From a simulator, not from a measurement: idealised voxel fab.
Herein follows the process module entitled voxel self aligned vias.
Square cell edge 5 nm, section width 230 nm, ID cut.
Throughout this document, each cross-section is represented as a grid of square cells and is presented as a sequence of bands enumerated from the top downward, where a band comprises one or more rows of cells. Band: top height; bottom height; in nm. Then, left to right: material with width in nm, for each material. "everywhere": a single material spanning edge to edge. "empty": empty space. Counting heights begins at 0, where everything beneath is, in the wafer as received, one material. The lowest band has no bottom; it goes on downwards, as "from 0 down" shows. A two-number width, for instance "30..40", indicates that the width is equal to the first number in the top row of the band and to the second number in the bottom row, and that it changes by a constant amount per row of cells. A step reported as "no change occurred" is a step in which no cell of the cross-section changed. Look at "Enclosed cavity list" for the closed voids: empty spaces with no open path to the top, sized 8 cells or up. Each is width x height at distance, distance from the left edge, all nm. after a step's settings: what the simulator itself notes on the step. overlay nm: for a step with a mask, the amount by which the mask lay right of where it was planned; a negative amount means left of it.
Set out below are the planned steps of the process:
| 1 | RECEIVE [material Si] |
| 2 | CONFORMAL_DEP [material SiO2] [thk nm 10] |
| 3 | CONFORMAL_DEP [material SiCN] [thk nm 5] |
| 4 | DIRECTIONAL_DEP [material SiO2] [thk nm 30] |
| 5 | DIRECTIONAL_DEP [material aC] [thk nm 10] |
| 6 | PATTERN [tone open] [mask id LINES] [material resist] [width nm 30] [pitch nm 55] [thk nm 30] [overlay nm 0] |
| 7 | DIRECTIONAL_ETCH [etch materials aC] [depth nm 10] |
| 8 | STRIP [etch materials resist] |
| 9 | DIRECTIONAL_ETCH [etch materials SiO2] [depth nm 30] |
| 10 | STRIP [etch materials aC] |
| 11 | CONFORMAL_DEP [material TiN] [thk nm 5] |
| 12 | FILL_DEP [material Ru] [thk nm 5] |
| 13 | CMP [height nm 45] |
| 14 | SELECTIVE_ETCH [etch materials W Ru TiN] [depth nm 10] |
| 15 | FILL_DEP [material SiN] [thk nm 10] |
| 16 | CMP [height nm 45] |
| 17 | DIRECTIONAL_DEP [material SiO2] [thk nm 15] |
| 18 | DIRECTIONAL_DEP [material aC] [thk nm 10] |
| 19 | PATTERN [tone open] [mask id VIAS] [material resist] [width nm 40] [thk nm 30] [overlay nm 0] |
| 20 | DIRECTIONAL_ETCH [etch materials aC] [depth nm 10] |
| 21 | STRIP [etch materials resist] |
| 22 | DIRECTIONAL_ETCH [etch materials SiO2] [depth nm 15] |
| 23 | DIRECTIONAL_ETCH [etch materials SiN] [depth nm 10] |
| 24 | STRIP [etch materials aC] |
| 25 | CONFORMAL_DEP [material TiN] [thk nm 5] |
| 26 | FILL_DEP [material Cu] [thk nm 5] |
| 27 | CMP [height nm 60] |
| 28 | CONFORMAL_DEP [material SiN] [thk nm 5] |
What follows covers the first of two wafers; it ran as planned:
Cross-section of the wafer at receipt, which is the condition after step 1:
    from 0 down: Si everywhere
    Enclosed cavity list: none
Upon completion of step 2, the wafer appears in cross-section as shown:
    from 10 to 0: SiO2 everywhere
    Everything under 0 stays put, no change at all.
Upon completion of step 3, the wafer appears in cross-section as shown:
    from 15 to 10: SiCN everywhere
    Everything under 10 stays put, no change at all.
Upon completion of step 4, the wafer appears in cross-section as shown:
    from 45 to 15: SiO2 everywhere
    Everything under 15 stays put, no change at all.
Upon completion of step 5, the wafer appears in cross-section as shown:
    from 55 to 45: aC everywhere
    Everything under 45 stays put, no change at all.
Upon completion of step 6, the wafer appears in cross-section as shown:
    from 85 to 55: resist (70), empty (30), resist (25), empty (30), resist (75)
    Everything under 55 stays put, no change at all.
Upon completion of step 7, the wafer appears in cross-section as shown:
    from 75 to 55: resist (70), empty (30), resist (25), empty (30), resist (75)
    from 55 to 45: aC (70), empty (30), aC (25), empty (30), aC (75)
    Everything under 45 stays put, no change at all.
Upon completion of step 8, the wafer appears in cross-section as shown:
    from 55 to 45: aC (70), empty (30), aC (25), empty (30), aC (75)
    Everything under 45 stays put, no change at all.
Upon completion of step 9, the wafer appears in cross-section as shown:
    from 55 to 45: aC (70), empty (30), aC (25), empty (30), aC (75)
    from 45 to 15: SiO2 (70), empty (30), SiO2 (25), empty (30), SiO2 (75)
    Everything under 15 stays put, no change at all.
Upon completion of step 10, the wafer appears in cross-section as shown:
    from 45 to 15: SiO2 (70), empty (30), SiO2 (25), empty (30), SiO2 (75)
    Everything under 15 stays put, no change at all.
Upon completion of step 11, the wafer appears in cross-section as shown:
    from 50 to 45: TiN (75), empty (20), TiN (35), empty (20), TiN (80)
    from 45 to 20: SiO2 (70), TiN (5), empty (20), TiN (5), SiO2 (25), TiN (5), empty (20), TiN (5), SiO2 (75)
    from 20 to 15: SiO2 (70), TiN (30), SiO2 (25), TiN (30), SiO2 (75)
    Everything under 15 stays put, no change at all.
Upon completion of step 12, the wafer appears in cross-section as shown:
    from 55 to 50: Ru everywhere
    from 50 to 45: TiN (75), Ru (20), TiN (35), Ru (20), TiN (80)
    from 45 to 20: SiO2 (70), TiN (5), Ru (20), TiN (5), SiO2 (25), TiN (5), Ru (20), TiN (5), SiO2 (75)
    Everything under 20 stays put, no change at all.
Upon completion of step 13, the wafer appears in cross-section as shown:
    from 45 to 20: SiO2 (70), TiN (5), Ru (20), TiN (5), SiO2 (25), TiN (5), Ru (20), TiN (5), SiO2 (75)
    Everything under 20 stays put, no change at all.
Upon completion of step 14, the wafer appears in cross-section as shown:
    from 45 to 35: SiO2 (70), empty (30), SiO2 (25), empty (30), SiO2 (75)
    Everything under 35 stays put, no change at all.
Upon completion of step 15, the wafer appears in cross-section as shown:
    from 55 to 45: SiN everywhere
    from 45 to 35: SiO2 (70), SiN (30), SiO2 (25), SiN (30), SiO2 (75)
    Everything under 35 stays put, no change at all.
Upon completion of step 16, the wafer appears in cross-section as shown:
    from 45 to 35: SiO2 (70), SiN (30), SiO2 (25), SiN (30), SiO2 (75)
    Everything under 35 stays put, no change at all.
Upon completion of step 17, the wafer appears in cross-section as shown:
    from 60 to 45: SiO2 everywhere
    Everything under 45 stays put, no change at all.
Upon completion of step 18, the wafer appears in cross-section as shown:
    from 70 to 60: aC everywhere
    Everything under 60 stays put, no change at all.
Upon completion of step 19, the wafer appears in cross-section as shown:
    from 100 to 70: resist (65), empty (40), resist (125)
    Everything under 70 stays put, no change at all.
Upon completion of step 20, the wafer appears in cross-section as shown:
    from 90 to 70: resist (65), empty (40), resist (125)
    from 70 to 60: aC (65), empty (40), aC (125)
    Everything under 60 stays put, no change at all.
Upon completion of step 21, the wafer appears in cross-section as shown:
    from 70 to 60: aC (65), empty (40), aC (125)
    Everything under 60 stays put, no change at all.
Upon completion of step 22, the wafer appears in cross-section as shown:
    from 70 to 60: aC (65), empty (40), aC (125)
    from 60 to 45: SiO2 (65), empty (40), SiO2 (125)
    Everything under 45 stays put, no change at all.
Upon completion of step 23, the wafer appears in cross-section as shown:
    from 70 to 60: aC (65), empty (40), aC (125)
    from 60 to 45: SiO2 (65), empty (40), SiO2 (125)
    from 45 to 35: SiO2 (70), empty (30), SiO2 (25), SiN (30), SiO2 (75)
    Everything under 35 stays put, no change at all.
Upon completion of step 24, the wafer appears in cross-section as shown:
    from 60 to 45: SiO2 (65), empty (40), SiO2 (125)
    Everything under 45 stays put, no change at all.
Upon completion of step 25, the wafer appears in cross-section as shown:
    from 65 to 60: TiN (70), empty (30), TiN (130)
    from 60 to 50: SiO2 (65), TiN (5), empty (30), TiN (5), SiO2 (125)
    from 50 to 45: SiO2 (65), TiN (10), empty (20), TiN (10), SiO2 (125)
    from 45 to 40: SiO2 (70), TiN (5), empty (20), TiN (5), SiO2 (25), SiN (30), SiO2 (75)
    from 40 to 35: SiO2 (70), TiN (30), SiO2 (25), SiN (30), SiO2 (75)
    Everything under 35 stays put, no change at all.
Upon completion of step 26, the wafer appears in cross-section as shown:
    from 70 to 65: Cu everywhere
    from 65 to 60: TiN (70), Cu (30), TiN (130)
    from 60 to 50: SiO2 (65), TiN (5), Cu (30), TiN (5), SiO2 (125)
    from 50 to 45: SiO2 (65), TiN (10), Cu (20), TiN (10), SiO2 (125)
    from 45 to 40: SiO2 (70), TiN (5), Cu (20), TiN (5), SiO2 (25), SiN (30), SiO2 (75)
    Everything under 40 stays put, no change at all.
Upon completion of step 27, the wafer appears in cross-section as shown:
    from 60 to 50: SiO2 (65), TiN (5), Cu (30), TiN (5), SiO2 (125)
    Everything under 50 stays put, no change at all.
Upon completion of step 28, the wafer appears in cross-section as shown:
    from 65 to 60: SiN everywhere
    Everything under 60 stays put, no change at all.
Notes, second wafer: start = first wafer's, plan = first wafer's, execution had one mistake; history identical to first through step 10:
X-section, second wafer, when step 11 was due to finish:
    from 50 to 20: SiO2 (75), empty (20), SiO2 (35), empty (20), SiO2 (80)
    from 20 to 15: SiO2 everywhere
    Everything under 15 stays put, no change at all.
X-section, second wafer, when step 12 was due to finish:
    from 55 to 50: Ru everywhere
    from 50 to 20: SiO2 (75), Ru (20), SiO2 (35), Ru (20), SiO2 (80)
    Everything under 20 stays put, no change at all.
X-section, second wafer, when step 13 was due to finish:
    from 45 to 20: SiO2 (75), Ru (20), SiO2 (35), Ru (20), SiO2 (80)
    Everything under 20 stays put, no change at all.
X-section, second wafer, when step 14 was due to finish:
    from 45 to 35: SiO2 (75), empty (20), SiO2 (35), empty (20), SiO2 (80)
    Everything under 35 stays put, no change at all.
X-section, second wafer, when step 15 was due to finish:
    from 55 to 45: SiN everywhere
    from 45 to 35: SiO2 (75), SiN (20), SiO2 (35), SiN (20), SiO2 (80)
    Everything under 35 stays put, no change at all.
X-section, second wafer, when step 16 was due to finish:
    from 45 to 35: SiO2 (75), SiN (20), SiO2 (35), SiN (20), SiO2 (80)
    Everything under 35 stays put, no change at all.
X-section, second wafer, when step 17 was due to finish:
    from 60 to 45: SiO2 everywhere
    Everything under 45 stays put, no change at all.
X-section, second wafer, when step 18 was due to finish:
    from 70 to 60: aC everywhere
    Everything under 60 stays put, no change at all.
X-section, second wafer, when step 19 was due to finish:
    from 100 to 70: resist (65), empty (40), resist (125)
    Everything under 70 stays put, no change at all.
X-section, second wafer, when step 20 was due to finish:
    from 90 to 70: resist (65), empty (40), resist (125)
    from 70 to 60: aC (65), empty (40), aC (125)
    Everything under 60 stays put, no change at all.
X-section, second wafer, when step 21 was due to finish:
    from 70 to 60: aC (65), empty (40), aC (125)
    Everything under 60 stays put, no change at all.
X-section, second wafer, when step 22 was due to finish:
    from 70 to 60: aC (65), empty (40), aC (125)
    from 60 to 45: SiO2 (65), empty (40), SiO2 (125)
    Everything under 45 stays put, no change at all.
X-section, second wafer, when step 23 was due to finish:
    from 70 to 60: aC (65), empty (40), aC (125)
    from 60 to 45: SiO2 (65), empty (40), SiO2 (125)
    from 45 to 35: SiO2 (75), empty (20), SiO2 (35), SiN (20), SiO2 (80)
    Everything under 35 stays put, no change at all.
X-section, second wafer, when step 24 was due to finish:
    from 60 to 45: SiO2 (65), empty (40), SiO2 (125)
    Everything under 45 stays put, no change at all.
X-section, second wafer, when step 25 was due to finish:
    from 65 to 60: TiN (70), empty (30), TiN (130)
    from 60 to 50: SiO2 (65), TiN (5), empty (30), TiN (5), SiO2 (125)
    from 50 to 45: SiO2 (65), TiN (15), empty (10), TiN (15), SiO2 (125)
    from 45 to 40: SiO2 (75), TiN (5), empty (10), TiN (5), SiO2 (35), SiN (20), SiO2 (80)
    from 40 to 35: SiO2 (75), TiN (20), SiO2 (35), SiN (20), SiO2 (80)
    Everything under 35 stays put, no change at all.
X-section, second wafer, when step 26 was due to finish:
    from 70 to 65: Cu everywhere
    from 65 to 60: TiN (70), Cu (30), TiN (130)
    from 60 to 50: SiO2 (65), TiN (5), Cu (30), TiN (5), SiO2 (125)
    from 50 to 45: SiO2 (65), TiN (15), Cu (10), TiN (15), SiO2 (125)
    from 45 to 40: SiO2 (75), TiN (5), Cu (10), TiN (5), SiO2 (35), SiN (20), SiO2 (80)
    Everything under 40 stays put, no change at all.
X-section, second wafer, when step 27 was due to finish:
    from 60 to 50: SiO2 (65), TiN (5), Cu (30), TiN (5), SiO2 (125)
    Everything under 50 stays put, no change at all.
X-section, second wafer, when step 28 was due to finish:
    from 65 to 60: SiN everywhere
    Everything under 60 stays put, no change at all.
Misprocessing identified: it should be noted that step 11 was executed with settings other than those planned, the operation and settings actually applied being CONFORMAL_DEP [material SiO2] [thk nm 5]
Wrapping up, a cell-based count of both wafers puts the second over or under the first for these materials: -4 Cu; -4 SiN; +32 SiO2; -24 TiN
